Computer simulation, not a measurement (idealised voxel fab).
Process module in this document: voxel self aligned vias
Shown is cross-section cut, with a width of 180 nm and square cells of size 5 nm.
Cross-section format: a grid of square cells, given as bands from top to bottom; each band is one or more rows of cells. Top, bottom (nm), then materials left to right with widths (nm); lone material tagged "edge to edge" fills the whole band edge to edge; "empty" = empty space. Counting heights begins at 0, where everything beneath is, in the wafer as received, one material. The lowest band has no bottom; it goes on downwards, as "from 0 down" shows. Width spec "30 to 40" -> top row of cells at first value, bottom row at second value, equal per-row change in between. Basically "no modification" means that step didn't change any cell in the cross-section. "Entrapped void list" lists enclosed empty spaces (at least 8 cells, no open path upward to the top), each as width x height at distance from the left edge, in nm. Past the settings on a step's line: simulator remark, on that step. overlay nm: right-of-plan distance of the mask on a masked step; negative values mean left-of-plan.
The steps planned for the process are as follows:
1: RECEIVE, material Si
2: CONFORMAL_DEP, material SiO2, thk nm 10
3: CONFORMAL_DEP, material SiCN, thk nm 5
4: DIRECTIONAL_DEP, material lowk, thk nm 25
5: MASKED_ETCH, tone open, mask id LINES, width nm 30, pitch nm 75, etch materials lowk, depth nm 25, overlay nm 0
6: CONFORMAL_DEP, material TiN, thk nm 5
7: FILL_DEP, material Ru, thk nm 5
8: CMP, height nm 40
9: SELECTIVE_ETCH, etch materials W Ru TiN, depth nm 5
10: FILL_DEP, material SiN, thk nm 5
11: CMP, height nm 40
12: DIRECTIONAL_DEP, material lowk, thk nm 20
13: DIRECTIONAL_DEP, material aC, thk nm 15
14: PATTERN, tone open, mask id VIAS, material resist, width nm 50, pitch nm 75, thk nm 30, overlay nm 0
15: DIRECTIONAL_ETCH, etch materials aC, depth nm 15
16: STRIP, etch materials resist
17: DIRECTIONAL_ETCH, etch materials lowk, depth nm 20
18: DIRECTIONAL_ETCH, etch materials SiN, depth nm 5
19: STRIP, etch materials aC
20: CONFORMAL_DEP, material TiN, thk nm 5
21: FILL_DEP, material Ru, thk nm 5
22: CMP, height nm 60
23: CONFORMAL_DEP, material SiN, thk nm 5
First wafer out of two, processed as planned:
The cross-section here shows the wafer as received, i.e. in its state after step 1:
  from 0 down  Si edge to edge
  Entrapped void list: none
After step 2: wafer cross-section:
  from 10 to 0  SiO2 edge to edge
  Beneath the level 0, the cross-section is identical to its previous state.
After step 3: wafer cross-section:
  from 15 to 10  SiCN edge to edge
  Beneath the level 10, the cross-section is identical to its previous state.
After step 4: wafer cross-section:
  from 40 to 15  lowk edge to edge
  Beneath the level 15, the cross-section is identical to its previous state.
After step 5: wafer cross-section:
  from 40 to 15  35 nm lowk  30 nm empty  45 nm lowk  30 nm empty  40 nm lowk
  Beneath the level 15, the cross-section is identical to its previous state.
After step 6: wafer cross-section:
  from 45 to 40  40 nm TiN  20 nm empty  55 nm TiN  20 nm empty  45 nm TiN
  from 40 to 20  35 nm lowk  5 nm TiN  20 nm empty  5 nm TiN  45 nm lowk  5 nm TiN  20 nm empty  5 nm TiN  40 nm lowk
  from 20 to 15  35 nm lowk  30 nm TiN  45 nm lowk  30 nm TiN  40 nm lowk
  Beneath the level 15, the cross-section is identical to its previous state.
After step 7: wafer cross-section:
  from 50 to 45  Ru edge to edge
  from 45 to 40  40 nm TiN  20 nm Ru  55 nm TiN  20 nm Ru  45 nm TiN
  from 40 to 20  35 nm lowk  5 nm TiN  20 nm Ru  5 nm TiN  45 nm lowk  5 nm TiN  20 nm Ru  5 nm TiN  40 nm lowk
  Beneath the level 20, the cross-section is identical to its previous state.
After step 8: wafer cross-section:
  from 40 to 20  35 nm lowk  5 nm TiN  20 nm Ru  5 nm TiN  45 nm lowk  5 nm TiN  20 nm Ru  5 nm TiN  40 nm lowk
  Beneath the level 20, the cross-section is identical to its previous state.
After step 9: wafer cross-section:
  from 40 to 35  35 nm lowk  30 nm empty  45 nm lowk  30 nm empty  40 nm lowk
  Beneath the level 35, the cross-section is identical to its previous state.
After step 10: wafer cross-section:
  from 45 to 40  SiN edge to edge
  from 40 to 35  35 nm lowk  30 nm SiN  45 nm lowk  30 nm SiN  40 nm lowk
  Beneath the level 35, the cross-section is identical to its previous state.
After step 11: wafer cross-section:
  from 40 to 35  35 nm lowk  30 nm SiN  45 nm lowk  30 nm SiN  40 nm lowk
  Beneath the level 35, the cross-section is identical to its previous state.
After step 12: wafer cross-section:
  from 60 to 40  lowk edge to edge
  Beneath the level 40, the cross-section is identical to its previous state.
After step 13: wafer cross-section:
  from 75 to 60  aC edge to edge
  Beneath the level 60, the cross-section is identical to its previous state.
After step 14: wafer cross-section:
  from 105 to 75  25 nm resist  50 nm empty  25 nm resist  50 nm empty  30 nm resist
  Beneath the level 75, the cross-section is identical to its previous state.
After step 15: wafer cross-section:
  from 90 to 75  25 nm resist  50 nm empty  25 nm resist  50 nm empty  30 nm resist
  from 75 to 60  25 nm aC  50 nm empty  25 nm aC  50 nm empty  30 nm aC
  Beneath the level 60, the cross-section is identical to its previous state.
After step 16: wafer cross-section:
  from 75 to 60  25 nm aC  50 nm empty  25 nm aC  50 nm empty  30 nm aC
  Beneath the level 60, the cross-section is identical to its previous state.
After step 17: wafer cross-section:
  from 75 to 60  25 nm aC  50 nm empty  25 nm aC  50 nm empty  30 nm aC
  from 60 to 40  25 nm lowk  50 nm empty  25 nm lowk  50 nm empty  30 nm lowk
  Beneath the level 40, the cross-section is identical to its previous state.
After step 18: wafer cross-section:
  from 75 to 60  25 nm aC  50 nm empty  25 nm aC  50 nm empty  30 nm aC
  from 60 to 40  25 nm lowk  50 nm empty  25 nm lowk  50 nm empty  30 nm lowk
  from 40 to 35  35 nm lowk  30 nm empty  45 nm lowk  30 nm empty  40 nm lowk
  Beneath the level 35, the cross-section is identical to its previous state.
After step 19: wafer cross-section:
  from 60 to 40  25 nm lowk  50 nm empty  25 nm lowk  50 nm empty  30 nm lowk
  Beneath the level 40, the cross-section is identical to its previous state.
After step 20: wafer cross-section:
  from 65 to 60  30 nm TiN  40 nm empty  35 nm TiN  40 nm empty  35 nm TiN
  from 60 to 45  25 nm lowk  5 nm TiN  40 nm empty  5 nm TiN  25 nm lowk  5 nm TiN  40 nm empty  5 nm TiN  30 nm lowk
  from 45 to 40  25 nm lowk  15 nm TiN  20 nm empty  15 nm TiN  25 nm lowk  15 nm TiN  20 nm empty  15 nm TiN  30 nm lowk
  from 40 to 35  35 nm lowk  30 nm TiN  45 nm lowk  30 nm TiN  40 nm lowk
  Beneath the level 35, the cross-section is identical to its previous state.
After step 21: wafer cross-section:
  from 70 to 65  Ru edge to edge
  from 65 to 60  30 nm TiN  40 nm Ru  35 nm TiN  40 nm Ru  35 nm TiN
  from 60 to 45  25 nm lowk  5 nm TiN  40 nm Ru  5 nm TiN  25 nm lowk  5 nm TiN  40 nm Ru  5 nm TiN  30 nm lowk
  from 45 to 40  25 nm lowk  15 nm TiN  20 nm Ru  15 nm TiN  25 nm lowk  15 nm TiN  20 nm Ru  15 nm TiN  30 nm lowk
  Beneath the level 40, the cross-section is identical to its previous state.
After step 22: wafer cross-section:
  from 60 to 45  25 nm lowk  5 nm TiN  40 nm Ru  5 nm TiN  25 nm lowk  5 nm TiN  40 nm Ru  5 nm TiN  30 nm lowk
  Beneath the level 45, the cross-section is identical to its previous state.
After step 23: wafer cross-section:
  from 65 to 60  SiN edge to edge
  Beneath the level 60, the cross-section is identical to its previous state.
Wafer two of the pair: same origin, same plan, one error during the run; identical to wafer one up to and including step 2:
Second wafer profile in section, at the moment step 3 of the plan was meant to be complete: no modification
Second wafer profile in section, at the moment step 4 of the plan was meant to be complete:
  from 35 to 10  lowk edge to edge
  Beneath the level 10, the cross-section is identical to its previous state.
Second wafer profile in section, at the moment step 5 of the plan was meant to be complete:
  from 35 to 10  35 nm lowk  30 nm empty  45 nm lowk  30 nm empty  40 nm lowk
  Beneath the level 10, the cross-section is identical to its previous state.
Second wafer profile in section, at the moment step 6 of the plan was meant to be complete:
  from 40 to 35  40 nm TiN  20 nm empty  55 nm TiN  20 nm empty  45 nm TiN
  from 35 to 15  35 nm lowk  5 nm TiN  20 nm empty  5 nm TiN  45 nm lowk  5 nm TiN  20 nm empty  5 nm TiN  40 nm lowk
  from 15 to 10  35 nm lowk  30 nm TiN  45 nm lowk  30 nm TiN  40 nm lowk
  Beneath the level 10, the cross-section is identical to its previous state.
Second wafer profile in section, at the moment step 7 of the plan was meant to be complete:
  from 45 to 40  Ru edge to edge
  from 40 to 35  40 nm TiN  20 nm Ru  55 nm TiN  20 nm Ru  45 nm TiN
  from 35 to 15  35 nm lowk  5 nm TiN  20 nm Ru  5 nm TiN  45 nm lowk  5 nm TiN  20 nm Ru  5 nm TiN  40 nm lowk
  Beneath the level 15, the cross-section is identical to its previous state.
Second wafer profile in section, at the moment step 8 of the plan was meant to be complete:
  from 40 to 35  40 nm TiN  20 nm Ru  55 nm TiN  20 nm Ru  45 nm TiN
  Beneath the level 35, the cross-section is identical to its previous state.
Second wafer profile in section, at the moment step 9 of the plan was meant to be complete:
  from 35 to 15  35 nm lowk  5 nm TiN  20 nm Ru  5 nm TiN  45 nm lowk  5 nm TiN  20 nm Ru  5 nm TiN  40 nm lowk
  Beneath the level 15, the cross-section is identical to its previous state.
Second wafer profile in section, at the moment step 10 of the plan was meant to be complete:
  from 40 to 35  SiN edge to edge
  Beneath the level 35, the cross-section is identical to its previous state.
Second wafer profile in section, at the moment step 11 of the plan was meant to be complete: no modification
Second wafer profile in section, at the moment step 12 of the plan was meant to be complete:
  from 60 to 40  lowk edge to edge
  Beneath the level 40, the cross-section is identical to its previous state.
Second wafer profile in section, at the moment step 13 of the plan was meant to be complete:
  from 75 to 60  aC edge to edge
  Beneath the level 60, the cross-section is identical to its previous state.
Second wafer profile in section, at the moment step 14 of the plan was meant to be complete:
  from 105 to 75  25 nm resist  50 nm empty  25 nm resist  50 nm empty  30 nm resist
  Beneath the level 75, the cross-section is identical to its previous state.
Second wafer profile in section, at the moment step 15 of the plan was meant to be complete:
  from 90 to 75  25 nm resist  50 nm empty  25 nm resist  50 nm empty  30 nm resist
  from 75 to 60  25 nm aC  50 nm empty  25 nm aC  50 nm empty  30 nm aC
  Beneath the level 60, the cross-section is identical to its previous state.
Second wafer profile in section, at the moment step 16 of the plan was meant to be complete:
  from 75 to 60  25 nm aC  50 nm empty  25 nm aC  50 nm empty  30 nm aC
  Beneath the level 60, the cross-section is identical to its previous state.
Second wafer profile in section, at the moment step 17 of the plan was meant to be complete:
  from 75 to 60  25 nm aC  50 nm empty  25 nm aC  50 nm empty  30 nm aC
  from 60 to 40  25 nm lowk  50 nm empty  25 nm lowk  50 nm empty  30 nm lowk
  Beneath the level 40, the cross-section is identical to its previous state.
Second wafer profile in section, at the moment step 18 of the plan was meant to be complete:
  from 75 to 60  25 nm aC  50 nm empty  25 nm aC  50 nm empty  30 nm aC
  from 60 to 40  25 nm lowk  50 nm empty  25 nm lowk  50 nm empty  30 nm lowk
  from 40 to 35  25 nm SiN  50 nm empty  25 nm SiN  50 nm empty  30 nm SiN
  Beneath the level 35, the cross-section is identical to its previous state.
Second wafer profile in section, at the moment step 19 of the plan was meant to be complete:
  from 60 to 40  25 nm lowk  50 nm empty  25 nm lowk  50 nm empty  30 nm lowk
  Beneath the level 40, the cross-section is identical to its previous state.
Second wafer profile in section, at the moment step 20 of the plan was meant to be complete:
  from 65 to 60  30 nm TiN  40 nm empty  35 nm TiN  40 nm empty  35 nm TiN
  from 60 to 40  25 nm lowk  5 nm TiN  40 nm empty  5 nm TiN  25 nm lowk  5 nm TiN  40 nm empty  5 nm TiN  30 nm lowk
  from 40 to 35  25 nm SiN  50 nm TiN  25 nm SiN  50 nm TiN  30 nm SiN
  Beneath the level 35, the cross-section is identical to its previous state.
Second wafer profile in section, at the moment step 21 of the plan was meant to be complete:
  from 70 to 65  Ru edge to edge
  from 65 to 60  30 nm TiN  40 nm Ru  35 nm TiN  40 nm Ru  35 nm TiN
  from 60 to 40  25 nm lowk  5 nm TiN  40 nm Ru  5 nm TiN  25 nm lowk  5 nm TiN  40 nm Ru  5 nm TiN  30 nm lowk
  Beneath the level 40, the cross-section is identical to its previous state.
Second wafer profile in section, at the moment step 22 of the plan was meant to be complete:
  from 60 to 40  25 nm lowk  5 nm TiN  40 nm Ru  5 nm TiN  25 nm lowk  5 nm TiN  40 nm Ru  5 nm TiN  30 nm lowk
  Beneath the level 40, the cross-section is identical to its previous state.
Second wafer profile in section, at the moment step 23 of the plan was meant to be complete:
  from 65 to 60  SiN edge to edge
  Beneath the level 60, the cross-section is identical to its previous state.
what went wrong: execution of step 3 of the plan did not take place, the step having been omitted
Heads up, by the end the second wafer has more or fewer cells of some materials compared to the first: 16 more of Ru, 36 fewer of SiCN, 16 more of SiN, 4 more of TiN
